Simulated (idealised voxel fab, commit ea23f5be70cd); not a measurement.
Presented below is a process module, voxel transistor to metal.
For reference, the cross-section in this document is cut, with width 290 nm and square cells of 5 nm.
We lay out every cross-section as a grid of square cells and spell it out in bands from the top down, where one band means one or more rows of cells.
A band entry consists of two parts. The first gives the height of the band's top and the height of its bottom, in nm. The rest lists the band's materials from left to right, each with its width in nm. A single material labelled with the word "everywhere" fills the band from edge to edge, and the word "blank" marks empty space.
Counting heights begins at 0, where everything beneath is, in the wafer as received, one material. The lowest band has no bottom; it goes on downwards, as "0 down" shows.
Width "30 to 40": first value at the band's top row of cells, second value at its bottom row, equal change from row to row.
When a step is marked "no change occurred", none of the cells in the cross-section changed during that step.
"Closed void catalog": sealed empty spaces, 8 cells or more, no open way to top, listed width x height at distance, with distance from the left edge and width, height and distance in nm.
Text after the settings on a step's line: the simulator's own remark on that step.
If you see "overlay nm" on a step's line and that step has a mask, it's telling you how far right of where it was planned the mask ended up; a negative number means it went left instead.
### The process steps that were planned are listed below
1: RECEIVE,material Si
2: OXIDIZE,depth nm 5
3: CONFORMAL_DEP,material SiN,thk nm 10
4: PATTERN,tone cover,mask id ACTIVE,material resist,width nm 95,pitch nm 115,thk nm 20,overlay nm 0
5: DIRECTIONAL_ETCH,etch materials SiN,depth nm 10
6: DIRECTIONAL_ETCH,etch materials SiO2,depth nm 5
7: DIRECTIONAL_ETCH,etch materials Si,depth nm 35
8: STRIP,etch materials resist
9: FILL_DEP,material SiO2,thk nm 10
10: CMP,height nm 10
11: SELECTIVE_ETCH,etch materials SiO2,depth nm 10
12: STRIP,etch materials SiN
13: SELECTIVE_ETCH,etch materials SiO2,depth nm 5
14: OXIDIZE,depth nm 5
15: DIRECTIONAL_DEP,material polySi,thk nm 30
16: DIRECTIONAL_DEP,material SiCN,thk nm 10
17: DIRECTIONAL_DEP,material aC,thk nm 15
18: PATTERN,tone cover,mask id GATE,material resist,width nm 25,pitch nm 115,thk nm 35,overlay nm 0
19: DIRECTIONAL_ETCH,etch materials aC,depth nm 15
20: STRIP,etch materials resist
21: DIRECTIONAL_ETCH,etch materials SiCN,depth nm 20
22: DIRECTIONAL_ETCH,etch materials polySi,depth nm 40
23: STRIP,etch materials aC
24: CONFORMAL_DEP,material SiO2,thk nm 5
25: DIRECTIONAL_ETCH,etch materials SiO2,depth nm 5
26: CONFORMAL_DEP,material SiN,thk nm 10
27: DIRECTIONAL_ETCH,etch materials SiN,depth nm 10
28: DIRECTIONAL_ETCH,etch materials SiO2,depth nm 5
29: DIRECTIONAL_ETCH,etch materials Si,depth nm 15
30: EPI,material nSi,thk nm 20
31: FILL_DEP,material SiO2,thk nm 10
32: CMP,height nm 25
33: STRIP,etch materials polySi
34: SELECTIVE_ETCH,etch materials SiO2,depth nm 5
35: CONFORMAL_DEP,material HfO2,thk nm 5
36: CONFORMAL_DEP,material TiN,thk nm 5
37: FILL_DEP,material W,thk nm 5
38: CMP,height nm 20
39: DIRECTIONAL_DEP,material SiO2,thk nm 10
40: PATTERN,tone open,mask id CONTACT,material resist,width nm 15,thk nm 15,overlay nm 0
41: DIRECTIONAL_ETCH,etch materials SiO2,depth nm 20
42: STRIP,etch materials resist
43: CONFORMAL_DEP,material TiN,thk nm 5
44: FILL_DEP,material W,thk nm 5
45: CMP,height nm 30
46: CONFORMAL_DEP,material SiN,thk nm 5
47: DIRECTIONAL_DEP,material lowk,thk nm 20
48: MASKED_ETCH,tone open,mask id METAL_1,width nm 15,etch materials lowk,depth nm 20,overlay nm 0
49: MASKED_ETCH,tone open,mask id METAL_1,width nm 15,etch materials SiN,depth nm 5,overlay nm 0
50: CONFORMAL_DEP,material TiN,thk nm 5
51: FILL_DEP,material Ru,thk nm 10
52: CMP,height nm 55
53: CONFORMAL_DEP,material SiCN,thk nm 5
54: DIRECTIONAL_DEP,material lowk,thk nm 25
55: PATTERN,tone open,mask id METAL_2,material resist,width nm 15,pitch nm 115,thk nm 15,overlay nm 0
56: DIRECTIONAL_ETCH,etch materials lowk,depth nm 15
57: STRIP,etch materials resist
58: DIRECTIONAL_DEP,material aC,thk nm 15
59: PATTERN,tone open,mask id METAL_2_HOLES,material resist,width nm 15,pitch nm 115,thk nm 30,overlay nm 0
60: DIRECTIONAL_ETCH,etch materials aC,depth nm 15
61: STRIP,etch materials resist
62: DIRECTIONAL_ETCH,etch materials lowk,depth nm 10
63: DIRECTIONAL_ETCH,etch materials SiCN,depth nm 5
64: STRIP,etch materials aC
65: CONFORMAL_DEP,material TiN,thk nm 5
66: FILL_DEP,material Ru,thk nm 5
67: CMP,height nm 85
68: CONFORMAL_DEP,material SiCN,thk nm 5
varied across the wafers: thk nm of step 36. The plan shows the first wafer's value. All wafers start alike
### Incoming state of the first of several wafers in cross-section: after step 1
  0 down = Si everywhere
  Closed void catalog: none
### Gained (+) or lost (-) cells of each material since receipt, then closed voids: one row per wafer, at the end of the module
thk nm 5 | +34 HfO2 | +26 Ru | -284 Si | +110 SiCN | +86 SiN | +344 SiO2 | +132 TiN | +36 W | +444 lowk | +116 nSi | Closed void catalog: none
thk nm 10 | +34 HfO2 | +26 Ru | -284 Si | +110 SiCN | +86 SiN | +344 SiO2 | +150 TiN | +18 W | +444 lowk | +116 nSi | Closed void catalog: none
thk nm 15 | +34 HfO2 | +26 Ru | -284 Si | +110 SiCN | +86 SiN | +344 SiO2 | +156 TiN | +12 W | +444 lowk | +116 nSi | Closed void catalog: none
thk nm 20 | +34 HfO2 | +26 Ru | -284 Si | +110 SiCN | +86 SiN | +344 SiO2 | +156 TiN | +12 W | +444 lowk | +116 nSi | Closed void catalog: none
